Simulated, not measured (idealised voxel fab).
The document below concerns the process module designated voxel transistor to metal.
It is cross-section cut that appears here, measuring 205 nm in width, its square cells being 5 nm in size.
When this document writes out a cross-section, it uses a grid of square cells and lists it as bands, beginning at the top and moving down, with a band standing for one or more rows of cells. Heights first: top, then bottom, in nm. Then materials, left to right, each with a width in nm. "everywhere" on a single material: fills the band edge to edge. "blank": empty space. Ref level 0: as-received wafer is one material below here. Bottom band extends down with no lower bound ("0 nm and below"). Quick explanation for "30 to 40": the width changes in equal steps down the rows of cells, from the first number in the band's top row to the second number in its bottom row. "stayed the same", as given for a step, is the statement that not any cell of the cross-section underwent a change during that step. The entry "Sealed void inventory" lists the empty spaces that cover at least 8 cells and have no open path to the top. Each is written as width x height at distance, where the distance is measured from the left edge and all three values are in nm. Anything after a step's settings on that line? It's the simulator's own note about the step. overlay nm: for a step with a mask, the amount by which the mask lay right of where it was planned; a negative amount means left of it.

[Steps in the process plan]
step 1: RECEIVE | material Si
step 2: CONFORMAL_DEP | material SiO2 | thk nm 5
step 3: CONFORMAL_DEP | material SiN | thk nm 15
step 4: DIRECTIONAL_DEP | material aC | thk nm 10
step 5: PATTERN | tone cover | mask id ACTIVE | material resist | width nm 120 | thk nm 30 | overlay nm 0
step 6: DIRECTIONAL_ETCH | etch materials aC | depth nm 10
step 7: STRIP | etch materials resist
step 8: DIRECTIONAL_ETCH | etch materials SiN | depth nm 15
step 9: DIRECTIONAL_ETCH | etch materials SiO2 | depth nm 5
step 10: DIRECTIONAL_ETCH | etch materials Si | depth nm 30
step 11: STRIP | etch materials aC
step 12: FILL_DEP | material SiO2 | thk nm 5
step 13: CMP | height nm 20
step 14: SELECTIVE_ETCH | etch materials SiO2 | depth nm 15
step 15: STRIP | etch materials SiN
step 16: SELECTIVE_ETCH | etch materials SiO2 | depth nm 5
step 17: OXIDIZE | depth nm 5
step 18: DIRECTIONAL_DEP | material polySi | thk nm 30
step 19: DIRECTIONAL_DEP | material SiCN | thk nm 15
step 20: DIRECTIONAL_DEP | material aC | thk nm 10
step 21: PATTERN | tone cover | mask id GATE | material resist | width nm 20 | thk nm 30 | overlay nm 0
step 22: DIRECTIONAL_ETCH | etch materials aC | depth nm 10
step 23: STRIP | etch materials resist
step 24: DIRECTIONAL_ETCH | etch materials SiCN | depth nm 25
step 25: DIRECTIONAL_ETCH | etch materials polySi | depth nm 40
step 26: STRIP | etch materials aC
step 27: CONFORMAL_DEP | material SiN | thk nm 10
step 28: DIRECTIONAL_ETCH | etch materials SiN | depth nm 10
step 29: DIRECTIONAL_ETCH | etch materials SiO2 | depth nm 5
step 30: EPI | material nSi | thk nm 5
step 31: FILL_DEP | material SiO2 | thk nm 5
step 32: CMP | height nm 45
step 33: DIRECTIONAL_DEP | material SiO2 | thk nm 15
step 34: PATTERN | tone open | mask id CONTACT | material resist | width nm 20 | pitch nm 80 | thk nm 15 | overlay nm 0
step 35: DIRECTIONAL_ETCH | etch materials SiO2 | depth nm 60
step 36: STRIP | etch materials resist
step 37: CONFORMAL_DEP | material TiN | thk nm 5
step 38: FILL_DEP | material W | thk nm 5
step 39: CMP | height nm 60
step 40: DIRECTIONAL_DEP | material TiN | thk nm 5
step 41: DIRECTIONAL_DEP | material Ru | thk nm 15
step 42: MASKED_ETCH | tone cover | mask id METAL_1 | width nm 20 | pitch nm 80 | etch materials Ru | depth nm 15 | overlay nm 0
step 43: MASKED_ETCH | tone cover | mask id METAL_1 | width nm 20 | pitch nm 80 | etch materials TiN | depth nm 5 | overlay nm 0
step 44: FILL_DEP | material SiO2 | thk nm 5
step 45: CMP | height nm 80
step 46: CONFORMAL_DEP | material SiCN | thk nm 5
step 47: DIRECTIONAL_DEP | material lowk | thk nm 25
step 48: PATTERN | tone open | mask id METAL_2_HOLES | material resist | width nm 15 | pitch nm 80 | thk nm 20 | overlay nm 0
step 49: DIRECTIONAL_ETCH | etch materials lowk | depth nm 25
step 50: STRIP | etch materials resist
step 51: MASKED_ETCH | tone open | mask id METAL_2 | width nm 20 | pitch nm 80 | etch materials lowk | depth nm 15 | overlay nm 0
step 52: MASKED_ETCH | tone open | mask id METAL_2 | width nm 20 | pitch nm 80 | etch materials SiCN | depth nm 5 | overlay nm 0
step 53: CONFORMAL_DEP | material TiN | thk nm 5
step 54: FILL_DEP | material Cu | thk nm 10
step 55: CMP | height nm 110
step 56: CONFORMAL_DEP | material SiN | thk nm 5

[Cross-sectional view of the wafer in its as-received condition, corresponding to the state after step 1]
* 0 nm and below  Si everywhere
* Sealed void inventory: none

[What the wafer looks like in cross-section after this module, when it starts as shown above and follows the plan above but one mistake is made in running it]
* 115 nm to 110 nm  SiN everywhere
* 110 nm to 100 nm  50 of lowk, then 5 of TiN, then 10 of Cu, then 5 of TiN, then 60 of lowk, then 5 of TiN, then 10 of Cu, then 5 of TiN, then 55 of lowk
* 100 nm to 95 nm  50 of lowk, then 5 of TiN, then 5 of Cu, then 10 of TiN, then 60 of lowk, then 5 of TiN, then 5 of Cu, then 10 of TiN, then 55 of lowk
* 95 nm to 85 nm  50 of lowk, then 5 of TiN, then 5 of Cu, then 5 of TiN, then 65 of lowk, then 5 of TiN, then 5 of Cu, then 5 of TiN, then 60 of lowk
* 85 nm to 80 nm  50 of SiCN, then 15 of TiN, then 65 of SiCN, then 15 of TiN, then 60 of SiCN
* 80 nm to 65 nm  50 of SiO2, then 20 of Ru, then 60 of SiO2, then 20 of Ru, then 55 of SiO2
* 65 nm to 60 nm  50 of SiO2, then 20 of TiN, then 60 of SiO2, then 20 of TiN, then 55 of SiO2
* 60 nm to 55 nm  W everywhere
* 55 nm to 50 nm  55 of TiN, then 10 of W, then 70 of TiN, then 10 of W, then 60 of TiN
* 50 nm to 45 nm  50 of SiO2, then 5 of TiN, then 10 of W, then 5 of TiN, then 60 of SiO2, then 5 of TiN, then 10 of W, then 5 of TiN, then 55 of SiO2
* 45 nm to 30 nm  50 of SiO2, then 5 of TiN, then 10 of W, then 5 of TiN, then 10 of SiO2, then 10 of SiN, then 20 of SiCN, then 10 of SiN, then 10 of SiO2, then 5 of TiN, then 10 of W, then 5 of TiN, then 55 of SiO2
* 30 nm to 5 nm  50 of SiO2, then 5 of TiN, then 10 of W, then 5 of TiN, then 10 of SiO2, then 10 of SiN, then 20 of polySi, then 10 of SiN, then 10 of SiO2, then 5 of TiN, then 10 of W, then 5 of TiN, then 55 of SiO2
* 5 nm to 0 nm  50 of SiO2, then 20 of TiN, then 10 of SiO2, then 10 of SiN, then 20 of polySi, then 10 of SiN, then 10 of SiO2, then 20 of TiN, then 55 of SiO2
* 0 nm to -5 nm  35 of SiO2, then 45 of nSi, then 40 of SiO2, then 45 of nSi, then 40 of SiO2
* -5 nm to -30 nm  40 of SiO2, then 120 of Si, then 45 of SiO2
* -30 nm and below  Si everywhere
* Sealed void inventory: none
The plan and the run diverged here: so step 33 ended up running with a different setting than we planned, it ran as DIRECTIONAL_DEP | material SiO2 | thk nm 5
